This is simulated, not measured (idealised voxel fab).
Process module in this document: voxel capacitor over wiring
For reference, the cross-section in this document is cut, with width 250 nm and square cells of 5 nm.
Square cells in a grid make up a cross-section in this document, and the grid is given as bands, listed from the top down, each one or more rows of cells. Quick guide to a band line: top height, bottom height (nm) up front; then every material left to right with its width in nm. Only one material and it's marked "throughout"? Then it fills the band edge to edge. And "air" just means empty space. Height datum 0, below which the as-received substrate wafer is one material. Lowest band open at the bottom, running downward: "0..down". The expression "30->40" gives the width at the extremes of the band, the first number at its top row of cells and the second at its bottom row, with the width changing by equal amounts from each row to the next in between. A step reported as "no change occurred" is a step in which no cell of the cross-section changed. Any empty space of 8 cells or more lacking an open way to the top shows up in "Listed closed voids" as width x height at distance, distance from the left edge, in nm. Formally, on a step line, whatever follows the settings is a remark that the simulator itself makes on the step. The optional step-line setting "overlay nm" applies to steps with a mask and quantifies how far to the right of its planned location the mask lay, a negative value indicating leftward placement.
### The planned process steps are enumerated hereunder
step 1: RECEIVE | material Si
step 2: CONFORMAL_DEP | material SiO2 | thk nm 15
step 3: DIRECTIONAL_DEP | material TiN | thk nm 5
step 4: DIRECTIONAL_DEP | material W | thk nm 20
step 5: PATTERN | tone cover | mask id METAL_1 | material resist | width nm 30 | pitch nm 100 | thk nm 15 | overlay nm 0
step 6: DIRECTIONAL_ETCH | etch materials W | depth nm 20
step 7: DIRECTIONAL_ETCH | etch materials TiN | depth nm 5
step 8: STRIP | etch materials resist
step 9: FILL_DEP | material SiO2 | thk nm 5
step 10: CMP | height nm 40
step 11: CONFORMAL_DEP | material SiCN | thk nm 5
step 12: DIRECTIONAL_DEP | material SiO2 | thk nm 20
step 13: PATTERN | tone open | mask id PLUG_1 | material resist | width nm 15 | thk nm 15 | overlay nm 0
step 14: DIRECTIONAL_ETCH | etch materials SiO2 | depth nm 20
step 15: DIRECTIONAL_ETCH | etch materials SiCN | depth nm 5
step 16: STRIP | etch materials resist
step 17: EPI | material Ru | thk nm 10
step 18: EPI | material Ru | thk nm 10
step 19: EPI | material Ru | thk nm 5
step 20: DIRECTIONAL_DEP | material TiN | thk nm 10
step 21: DIRECTIONAL_DEP | material HfO2 | thk nm 5
step 22: DIRECTIONAL_DEP | material TiN | thk nm 10
step 23: DIRECTIONAL_DEP | material aC | thk nm 15
step 24: PATTERN | tone cover | mask id UPPER_PLATE | material resist | width nm 75 | thk nm 35 | overlay nm 0
step 25: DIRECTIONAL_ETCH | etch materials aC | depth nm 15
step 26: STRIP | etch materials resist
step 27: DIRECTIONAL_ETCH | etch materials TiN | depth nm 10
step 28: DIRECTIONAL_ETCH | etch materials HfO2 | depth nm 5
step 29: STRIP | etch materials aC
step 30: DIRECTIONAL_DEP | material aC | thk nm 15
step 31: PATTERN | tone cover | mask id LOWER_PLATE | material resist | width nm 85 | thk nm 35 | overlay nm 0
step 32: DIRECTIONAL_ETCH | etch materials aC | depth nm 15
step 33: STRIP | etch materials resist
step 34: DIRECTIONAL_ETCH | etch materials TiN | depth nm 10
step 35: STRIP | etch materials aC
step 36: FILL_DEP | material SiO2 | thk nm 15
step 37: CMP | height nm 100
step 38: DIRECTIONAL_DEP | material aC | thk nm 15
step 39: PATTERN | tone open | mask id PLUG_2 | material resist | width nm 15 | thk nm 30 | overlay nm 0
step 40: DIRECTIONAL_ETCH | etch materials aC | depth nm 15
step 41: STRIP | etch materials resist
step 42: DIRECTIONAL_ETCH | etch materials SiO2 | depth nm 10
step 43: STRIP | etch materials aC
step 44: CONFORMAL_DEP | material TiN | thk nm 5
step 45: FILL_DEP | material W | thk nm 5
step 46: CMP | height nm 100
step 47: CONFORMAL_DEP | material SiCN | thk nm 5
### Shown in cross-section is the wafer as received, that is, as it stands after step 1
- 0..down | Si throughout
- Listed closed voids: none
### Final wafer profile in cross-section after the module, from the same start and plan as above, with one mistake made during processing
- 105..100 | SiCN throughout
- 100..95 | SiO2: 85 | TiN: 5 | W: 5 | TiN: 5 | SiO2: 150
- 95..90 | SiO2: 85 | TiN: 15 | SiO2: 150
- 90..80 | SiO2: 75 | TiN: 75 | SiO2: 100
- 80..75 | SiO2: 75 | HfO2: 75 | SiO2: 100
- 75..65 | SiO2: 70 | TiN: 85 | SiO2: 95
- 65..45 | SiO2: 75 | Ru: 15 | SiO2: 160
- 45..40 | SiCN: 75 | Ru: 15 | SiCN: 160
- 40..35 | SiO2: 60 | W: 30 | SiO2: 70 | W: 30 | SiO2: 60
- 35..30 | SiO2: 60 | TiN: 30 | SiO2: 70 | TiN: 30 | SiO2: 60
- 30..0 | SiO2 throughout
- 0..down | Si throughout
- Listed closed voids: none
Run error: step 2 from the plan got run twice
